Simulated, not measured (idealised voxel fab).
Process module, titled voxel gate over fins
It is cross-section cut that appears here, measuring 185 nm in width, its square cells being 5 nm in size.
Notation: cross-section as square-cell grid; stated in bands, top first, going down; one or more cell rows per band. Band entry format. Leading values: height of top, height of bottom, nm. Remainder: materials in left-to-right order, each with its width in nm. Special words: "full width" on a single material, which then fills the band edge to edge; "empty", empty space. Convention: height 0 is the level below which the wafer, as received, is all one material. The lowest band does not terminate at the bottom but continues downward, represented as "from 0 down". The width entry "30->40" should be interpreted row by row: the top row of cells in the band takes the first number, the bottom row takes the second number, and the change between adjacent rows is uniform throughout. "nothing altered" after a step means that no cell of the cross-section changed. Voids not open to the top, 8 cells minimum: see "Enclosed void list". Written width x height at distance; distance is from the left edge; nm. Anything after a step's settings on that line? It's the simulator's own note about the step. Each step line may optionally specify "overlay nm", which for a step with a mask gives the rightward distance between the mask's planned place and where it lay, a negative value indicating the leftward direction.
STEPS IN THE PROCESS PLAN
1. op RECEIVE | material Si
2. op CONFORMAL_DEP | material SiN | thk nm 5
3. op DIRECTIONAL_DEP | material aC | thk nm 15
4. op PATTERN | tone cover | mask id FINS | material resist | width nm 15 | pitch nm 35 | thk nm 30 | overlay nm 0
5. op DIRECTIONAL_ETCH | etch materials aC | depth nm 15
6. op STRIP | etch materials resist
7. op DIRECTIONAL_ETCH | etch materials SiN | depth nm 5
8. op DIRECTIONAL_ETCH | etch materials Si | depth nm 30
9. op STRIP | etch materials aC
10. op OXIDIZE | depth nm 5
11. op FILL_DEP | material SiO2 | thk nm 15
12. op CMP | height nm 5
13. op SELECTIVE_ETCH | etch materials SiO2 | depth nm 15
14. op STRIP | etch materials SiN
15. op CONFORMAL_DEP | material HfO2 | thk nm 5
16. op CONFORMAL_DEP | material TiN | thk nm 5
17. op CONFORMAL_DEP | material TiAl | thk nm 5
18. op CONFORMAL_DEP | material TiN | thk nm 5
19. op FILL_DEP | material W | thk nm 10
20. op CMP | height nm 25
21. op CONFORMAL_DEP | material SiCN | thk nm 5
THE CROSS-SECTION HERE SHOWS THE WAFER AS RECEIVED, I.E. IN ITS STATE AFTER STEP 1
	from 0 down | Si full width
	Enclosed void list: none
END-OF-MODULE CROSS-SECTION OF THE FIRST OF TWO WAFERS, PROCESSED AS PLANNED
	from 30 to 25 | SiCN full width
	from 25 to 20 | W full width
	from 20 to 15 | W: 15  TiN: 150  W: 20
	from 15 to 10 | W: 15  TiN: 5  TiAl: 140  TiN: 5  W: 20
	from 10 to 5 | TiN: 20  TiAl: 5  TiN: 25  TiAl: 10  TiN: 25  TiAl: 10  TiN: 25  TiAl: 10  TiN: 25  TiAl: 5  TiN: 25
	from 5 to 0 | TiAl: 25  TiN: 5  HfO2: 15  TiN: 5  TiAl: 10  TiN: 5  HfO2: 15  TiN: 5  TiAl: 10  TiN: 5  HfO2: 15  TiN: 5  TiAl: 10  TiN: 5  HfO2: 15  TiN: 5  TiAl: 30
	from 0 to -5 | TiN: 30  HfO2: 5  Si: 5  HfO2: 5  TiN: 20  HfO2: 5  Si: 5  HfO2: 5  TiN: 20  HfO2: 5  Si: 5  HfO2: 5  TiN: 20  HfO2: 5  Si: 5  HfO2: 5  TiN: 35
	from -5 to -10 | HfO2: 35  Si: 5  HfO2: 30  Si: 5  HfO2: 30  Si: 5  HfO2: 30  Si: 5  HfO2: 40
	from -10 to -35 | SiO2: 35  Si: 5  SiO2: 30  Si: 5  SiO2: 30  Si: 5  SiO2: 30  Si: 5  SiO2: 40
	from -35 down | Si full width
	Enclosed void list: none
SAME START, SAME PLAN AS THE FIRST WAFER - BUT ONE MISTAKE IN THE RUN. CROSS-SECTION OF THE SECOND OF THE TWO AT THE END OF THE MODULE
	from 30 to 25 | SiCN full width
	from 25 to 20 | W full width
	from 20 to 15 | W: 15  TiN: 150  W: 20
	from 15 to 10 | W: 15  TiN: 5  TiAl: 140  TiN: 5  W: 20
	from 10 to 5 | W: 15  TiN: 5  TiAl: 5  TiN: 25  TiAl: 10  TiN: 25  TiAl: 10  TiN: 25  TiAl: 10  TiN: 25  TiAl: 5  TiN: 5  W: 20
	from 5 to 0 | W: 15  TiN: 5  TiAl: 5  TiN: 5  HfO2: 15  TiN: 5  TiAl: 10  TiN: 5  HfO2: 15  TiN: 5  TiAl: 10  TiN: 5  HfO2: 15  TiN: 5  TiAl: 10  TiN: 5  HfO2: 15  TiN: 5  TiAl: 5  TiN: 5  W: 20
	from 0 to -5 | W: 15  TiN: 5  TiAl: 5  TiN: 5  HfO2: 5  Si: 5  HfO2: 5  TiN: 5  TiAl: 10  TiN: 5  HfO2: 5  Si: 5  HfO2: 5  TiN: 5  TiAl: 10  TiN: 5  HfO2: 5  Si: 5  HfO2: 5  TiN: 5  TiAl: 10  TiN: 5  HfO2: 5  Si: 5  HfO2: 5  TiN: 5  TiAl: 5  TiN: 5  W: 20
	from -5 to -10 | TiN: 20  TiAl: 5  TiN: 5  HfO2: 5  Si: 5  HfO2: 5  TiN: 5  TiAl: 10  TiN: 5  HfO2: 5  Si: 5  HfO2: 5  TiN: 5  TiAl: 10  TiN: 5  HfO2: 5  Si: 5  HfO2: 5  TiN: 5  TiAl: 10  TiN: 5  HfO2: 5  Si: 5  HfO2: 5  TiN: 5  TiAl: 5  TiN: 25
	from -10 to -15 | TiAl: 25  TiN: 5  HfO2: 5  Si: 5  HfO2: 5  TiN: 5  TiAl: 10  TiN: 5  HfO2: 5  Si: 5  HfO2: 5  TiN: 5  TiAl: 10  TiN: 5  HfO2: 5  Si: 5  HfO2: 5  TiN: 5  TiAl: 10  TiN: 5  HfO2: 5  Si: 5  HfO2: 5  TiN: 5  TiAl: 30
	from -15 to -20 | TiN: 30  HfO2: 5  Si: 5  HfO2: 5  TiN: 20  HfO2: 5  Si: 5  HfO2: 5  TiN: 20  HfO2: 5  Si: 5  HfO2: 5  TiN: 20  HfO2: 5  Si: 5  HfO2: 5  TiN: 35
	from -20 to -25 | HfO2: 35  Si: 5  HfO2: 30  Si: 5  HfO2: 30  Si: 5  HfO2: 30  Si: 5  HfO2: 40
	from -25 to -35 | SiO2: 35  Si: 5  SiO2: 30  Si: 5  SiO2: 30  Si: 5  SiO2: 30  Si: 5  SiO2: 40
	from -35 down | Si full width
	Enclosed void list: none
It is concluded that the wafer was processed incorrectly with respect to the plan, in that in the plan, step 13 was performed twice
The final cell counts differ between the wafers, with the second having more or fewer of some materials than the first: HfO2 +24, SiO2 -99, TiAl +24, TiN +30, W +21
